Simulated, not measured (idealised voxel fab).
Process module under the name voxel tone inversion
Shown is cross-section cut, with a width of 255 nm and square cells of size 5 nm.
Just so we're on the same page, the cross-sections are grids of square cells, and they're listed out in bands top to bottom, each band one or more rows deep.
Top, bottom (nm), then materials left to right with widths (nm); lone material tagged "full width" fills the whole band edge to edge; "empty" = empty space.
For the purposes of this specification, 0 denotes the height below which the wafer in its as-received condition is composed wholly of one material, and the lowermost band, lacking a lower limit, extends downward without end, as expressed in "0..down".
Think of "30 to 40" as a width that walks from the first number to the second as you go down the band, top row to bottom row, taking equal-sized steps from row to row.
Take "left unchanged" at face value: in the step it is given for, the cross-section changed in none of its cells.
Each empty space that has no open way to the top and spans at least 8 cells appears under "Non-vented voids" as width x height at distance, the distance counted from the left edge, all in nm.
Text after the settings on a step's line: the simulator's own remark on that step.
The "overlay nm" setting may appear on a step's line; for a step that uses a mask, it gives how far to the right of its planned position the mask lay, and a negative value indicates the left.
**plan**
step 1: RECEIVE (material Si)
step 2: CONFORMAL_DEP (material SiCN; thk nm 5)
step 3: DIRECTIONAL_DEP (material polySi; thk nm 15)
step 4: PATTERN (tone cover; mask id POSTS; material resist; width nm 25; pitch nm 45; thk nm 20; overlay nm 0)
step 5: DIRECTIONAL_ETCH (etch materials polySi; depth nm 15)
step 6: STRIP (etch materials resist)
step 7: FILL_DEP (material lowk; thk nm 5)
step 8: CMP (height nm 20)
step 9: STRIP (etch materials polySi)
step 10: CONFORMAL_DEP (material TiN; thk nm 5)
step 11: FILL_DEP (material Ru; thk nm 10)
step 12: CMP (height nm 20)
step 13: CONFORMAL_DEP (material SiCN; thk nm 5)
**Cross-sectional view of the wafer in its as-received condition, corresponding to the state after step 1**
- 0..down: Si full width
- Non-vented voids: none
**Post-module cross-section: identical start and plan to those above, one misstep in execution**
- 25..20: SiCN full width
- 20..15: Ru full width
- 15..10: TiN: 95 / Ru: 15 / TiN: 30 / Ru: 15 / TiN: 100
- 10..5: lowk: 90 / TiN: 25 / lowk: 20 / TiN: 25 / lowk: 95
- 5..0: SiCN full width
- 0..down: Si full width
- Non-vented voids: none
The plan and the run diverged here: step 8 did not happen as planned, as run it was CMP (height nm 10)
